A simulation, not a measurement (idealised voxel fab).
The process module that follows is named voxel trench capacitor.
For reference, the cross-section in this document is cut, with width 205 nm and square cells of 5 nm.
Format of a cross-section: grid, square cells. Given as bands. Order: top down. Band: one or more rows of cells.
Each band's line starts with the height of the band's top and of its bottom, in nm. Then come its materials from left to right, each with its width in nm. One material with "edge to edge" fills the band from edge to edge. "blank" is empty space.
Where do heights start? At 0: under that level the wafer as delivered is made of one material only. And the lowest band has no floor; it just carries on downward, as in "0 and below".
When a width is written as two numbers, as in "30->40", the first number is the width in the top row of cells of the band and the second is the width in its bottom row, and the width changes by the same amount from each row to the next.
Where a step carries "nothing altered", the cross-section came out of it unchanged, cell for cell.
"Completely sealed voids" contains a list of empty spaces, each no smaller than 8 cells and without an open way to the top, written in the form width x height at distance with the distance from the left edge and all three in nm.
Formally, on a step line, whatever follows the settings is a remark that the simulator itself makes on the step.
overlay nm: for a step with a mask, the amount by which the mask lay right of where it was planned; a negative amount means left of it.
List of planned process steps:
1,RECEIVE with material Si
2,CONFORMAL_DEP with material SiN, thk nm 10
3,MASKED_ETCH with tone open, mask id TRENCH, width nm 25, pitch nm 45, etch materials SiN, depth nm 10, overlay nm 0
4,MASKED_ETCH with tone open, mask id TRENCH, width nm 25, pitch nm 45, etch materials Si, depth nm 25, overlay nm 0
5,CONFORMAL_DEP with material Al2O3, thk nm 5
6,FILL_DEP with material polySi, thk nm 5
7,CMP with height nm 10
First of two wafers, processed according to plan:
Incoming wafer in cross-section (state: after step 1):
    0 and below = Si edge to edge
    Completely sealed voids: none
after step 2:
    10 down to 0 = SiN edge to edge
    below 0: unchanged
after step 3:
    10 down to 0 = SiN 65  blank 25  SiN 20  blank 25  SiN 70
    below 0: unchanged
after step 4:
    10 down to 0 = SiN 65  blank 25  SiN 20  blank 25  SiN 70
    0 down to -25 = Si 65  blank 25  Si 20  blank 25  Si 70
    below -25: unchanged
after step 5:
    15 down to 10 = Al2O3 70  blank 15  Al2O3 30  blank 15  Al2O3 75
    10 down to 0 = SiN 65  Al2O3 5  blank 15  Al2O3 5  SiN 20  Al2O3 5  blank 15  Al2O3 5  SiN 70
    0 down to -20 = Si 65  Al2O3 5  blank 15  Al2O3 5  Si 20  Al2O3 5  blank 15  Al2O3 5  Si 70
    -20 down to -25 = Si 65  Al2O3 25  Si 20  Al2O3 25  Si 70
    below -25: unchanged
after step 6:
    20 down to 15 = polySi edge to edge
    15 down to 10 = Al2O3 70  polySi 15  Al2O3 30  polySi 15  Al2O3 75
    10 down to 0 = SiN 65  Al2O3 5  polySi 15  Al2O3 5  SiN 20  Al2O3 5  polySi 15  Al2O3 5  SiN 70
    0 down to -20 = Si 65  Al2O3 5  polySi 15  Al2O3 5  Si 20  Al2O3 5  polySi 15  Al2O3 5  Si 70
    below -20: unchanged
after step 7:
    10 down to 0 = SiN 65  Al2O3 5  polySi 15  Al2O3 5  SiN 20  Al2O3 5  polySi 15  Al2O3 5  SiN 70
    below 0: unchanged
Second wafer, same starting state and plan as the first, one mistake in the run, identical through step 1:
The second wafer in cross-section, at the planned close of step 2: nothing altered
The second wafer in cross-section, at the planned close of step 3: nothing altered
The second wafer in cross-section, at the planned close of step 4:
    0 down to -25 = Si 65  blank 25  Si 20  blank 25  Si 70
    below -25: unchanged
The second wafer in cross-section, at the planned close of step 5:
    5 down to 0 = Al2O3 70  blank 15  Al2O3 30  blank 15  Al2O3 75
    0 down to -20 = Si 65  Al2O3 5  blank 15  Al2O3 5  Si 20  Al2O3 5  blank 15  Al2O3 5  Si 70
    -20 down to -25 = Si 65  Al2O3 25  Si 20  Al2O3 25  Si 70
    below -25: unchanged
The second wafer in cross-section, at the planned close of step 6:
    10 down to 5 = polySi edge to edge
    5 down to 0 = Al2O3 70  polySi 15  Al2O3 30  polySi 15  Al2O3 75
    0 down to -20 = Si 65  Al2O3 5  polySi 15  Al2O3 5  Si 20  Al2O3 5  polySi 15  Al2O3 5  Si 70
    below -20: unchanged
The second wafer in cross-section, at the planned close of step 7: nothing altered
Which mistake was made when the wafer was run? step 2 of the plan was jumped over and never run
Final comparison by cell count, materials where the second wafer has more or fewer than the first: Al2O3 +27, SiN -62, polySi +35
